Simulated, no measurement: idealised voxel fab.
voxel self aligned vias: a process module
The cross-section on display is named cut; it measures 280 nm wide, and its cells are 5 nm squares.
If you're reading a cross-section in this doc, picture square cells in a grid; it comes to you as bands, top ones listed first down to the bottom, and a band can be one or more rows of cells.
Read a band's entry like this: the first values are the height of its top and the height of its bottom in nm, and what follows is the sequence of materials from left to right, each with its width in nm. Note that "empty" is empty space, and that a single material marked "everywhere" reaches across the band from edge to edge.
The reference from which all heights are counted is 0, the level beneath which the as-received wafer is entirely one material; the lowest band, having no lower bound, proceeds downward and is written after the example "z 0 and below".
Quick explanation for "30 to 40": the width changes in equal steps down the rows of cells, from the first number in the band's top row to the second number in its bottom row.
The designation "no alteration", where it is given for a processing step, indicates that no cell of the cross-section was altered in the course of that step.
This entry, "Closed void entries", enumerates those empty regions of no fewer than 8 cells that possess no open connection to the top. Each region is reported in the form width x height at distance, the distance being taken from the left edge, with all three quantities expressed in nm.
It should be noted that, on the line of a given step, the content following the step's settings is a remark produced by the simulator itself with respect to that step.
The optional step-line setting "overlay nm" applies to steps with a mask and quantifies how far to the right of its planned location the mask lay, a negative value indicating leftward placement.
-- This section lists the process steps that were planned
- 1: RECEIVE | material Si
- 2: CONFORMAL_DEP | material SiO2 | thk nm 10
- 3: CONFORMAL_DEP | material SiCN | thk nm 5
- 4: DIRECTIONAL_DEP | material SiO2 | thk nm 30
- 5: MASKED_ETCH | tone open | mask id LINES | width nm 30 | pitch nm 70 | etch materials SiO2 | depth nm 30 | overlay nm 0
- 6: CONFORMAL_DEP | material TiN | thk nm 5
- 7: FILL_DEP | material Ru | thk nm 10
- 8: CMP | height nm 45
- 9: SELECTIVE_ETCH | etch materials W Ru TiN | depth nm 5
- 10: FILL_DEP | material SiN | thk nm 5
- 11: CMP | height nm 45
- 12: DIRECTIONAL_DEP | material SiO2 | thk nm 20
- 13: MASKED_ETCH | tone open | mask id VIAS | width nm 50 | etch materials SiO2 | depth nm 20 | overlay nm 0
- 14: MASKED_ETCH | tone open | mask id VIAS | width nm 50 | etch materials SiN | depth nm 5 | overlay nm 0
- 15: CONFORMAL_DEP | material TiN | thk nm 5
- 16: FILL_DEP | material W | thk nm 10
- 17: CMP | height nm 65
- 18: CONFORMAL_DEP | material SiCN | thk nm 5
-- First wafer, two in total, run as planned
-- As-received state of the wafer in cross-section, equivalent to post-step 1
- z 0 and below: Si everywhere
- Closed void entries: none
-- Upon completion of step 2, the wafer appears in cross-section as shown
- z 10 to 0: SiO2 everywhere
- Everything below 0 is unchanged.
-- Upon completion of step 3, the wafer appears in cross-section as shown
- z 15 to 10: SiCN everywhere
- Everything below 10 is unchanged.
-- Upon completion of step 4, the wafer appears in cross-section as shown
- z 45 to 15: SiO2 everywhere
- Everything below 15 is unchanged.
-- Upon completion of step 5, the wafer appears in cross-section as shown
- z 45 to 15: 90 SiO2 | 30 empty | 40 SiO2 | 30 empty | 90 SiO2
- Everything below 15 is unchanged.
-- Upon completion of step 6, the wafer appears in cross-section as shown
- z 50 to 45: 95 TiN | 20 empty | 50 TiN | 20 empty | 95 TiN
- z 45 to 20: 90 SiO2 | 5 TiN | 20 empty | 5 TiN | 40 SiO2 | 5 TiN | 20 empty | 5 TiN | 90 SiO2
- z 20 to 15: 90 SiO2 | 30 TiN | 40 SiO2 | 30 TiN | 90 SiO2
- Everything below 15 is unchanged.
-- Upon completion of step 7, the wafer appears in cross-section as shown
- z 60 to 50: Ru everywhere
- z 50 to 45: 95 TiN | 20 Ru | 50 TiN | 20 Ru | 95 TiN
- z 45 to 20: 90 SiO2 | 5 TiN | 20 Ru | 5 TiN | 40 SiO2 | 5 TiN | 20 Ru | 5 TiN | 90 SiO2
- Everything below 20 is unchanged.
-- Upon completion of step 8, the wafer appears in cross-section as shown
- z 45 to 20: 90 SiO2 | 5 TiN | 20 Ru | 5 TiN | 40 SiO2 | 5 TiN | 20 Ru | 5 TiN | 90 SiO2
- Everything below 20 is unchanged.
-- Upon completion of step 9, the wafer appears in cross-section as shown
- z 45 to 40: 90 SiO2 | 30 empty | 40 SiO2 | 30 empty | 90 SiO2
- Everything below 40 is unchanged.
-- Upon completion of step 10, the wafer appears in cross-section as shown
- z 50 to 45: SiN everywhere
- z 45 to 40: 90 SiO2 | 30 SiN | 40 SiO2 | 30 SiN | 90 SiO2
- Everything below 40 is unchanged.
-- Upon completion of step 11, the wafer appears in cross-section as shown
- z 45 to 40: 90 SiO2 | 30 SiN | 40 SiO2 | 30 SiN | 90 SiO2
- Everything below 40 is unchanged.
-- Upon completion of step 12, the wafer appears in cross-section as shown
- z 65 to 45: SiO2 everywhere
- Everything below 45 is unchanged.
-- Upon completion of step 13, the wafer appears in cross-section as shown
- z 65 to 45: 80 SiO2 | 50 empty | 150 SiO2
- Everything below 45 is unchanged.
-- Upon completion of step 14, the wafer appears in cross-section as shown
- z 65 to 45: 80 SiO2 | 50 empty | 150 SiO2
- z 45 to 40: 90 SiO2 | 30 empty | 40 SiO2 | 30 SiN | 90 SiO2
- Everything below 40 is unchanged.
-- Upon completion of step 15, the wafer appears in cross-section as shown
- z 70 to 65: 85 TiN | 40 empty | 155 TiN
- z 65 to 50: 80 SiO2 | 5 TiN | 40 empty | 5 TiN | 150 SiO2
- z 50 to 45: 80 SiO2 | 15 TiN | 20 empty | 15 TiN | 150 SiO2
- z 45 to 40: 90 SiO2 | 30 TiN | 40 SiO2 | 30 SiN | 90 SiO2
- Everything below 40 is unchanged.
-- Upon completion of step 16, the wafer appears in cross-section as shown
- z 80 to 70: W everywhere
- z 70 to 65: 85 TiN | 40 W | 155 TiN
- z 65 to 50: 80 SiO2 | 5 TiN | 40 W | 5 TiN | 150 SiO2
- z 50 to 45: 80 SiO2 | 15 TiN | 20 W | 15 TiN | 150 SiO2
- Everything below 45 is unchanged.
-- Upon completion of step 17, the wafer appears in cross-section as shown
- z 65 to 50: 80 SiO2 | 5 TiN | 40 W | 5 TiN | 150 SiO2
- Everything below 50 is unchanged.
-- Upon completion of step 18, the wafer appears in cross-section as shown
- z 70 to 65: SiCN everywhere
- Everything below 65 is unchanged.
-- Second of two: same start, same plan, one run error; steps up to and including 16 match the first
Cross-section of the second wafer at the time by which step 17 should have been completed according to the plan: no alteration
-- Cross-section of the second wafer at the time by which step 18 should have been completed according to the plan
- z 85 to 80: SiCN everywhere
- Everything below 80 is unchanged.
Deviation from plan: plan step 17 was not performed, having been skipped
The closing comparison, in cells, has the second wafer with more or fewer of some materials than the first: +48 TiN, +120 W
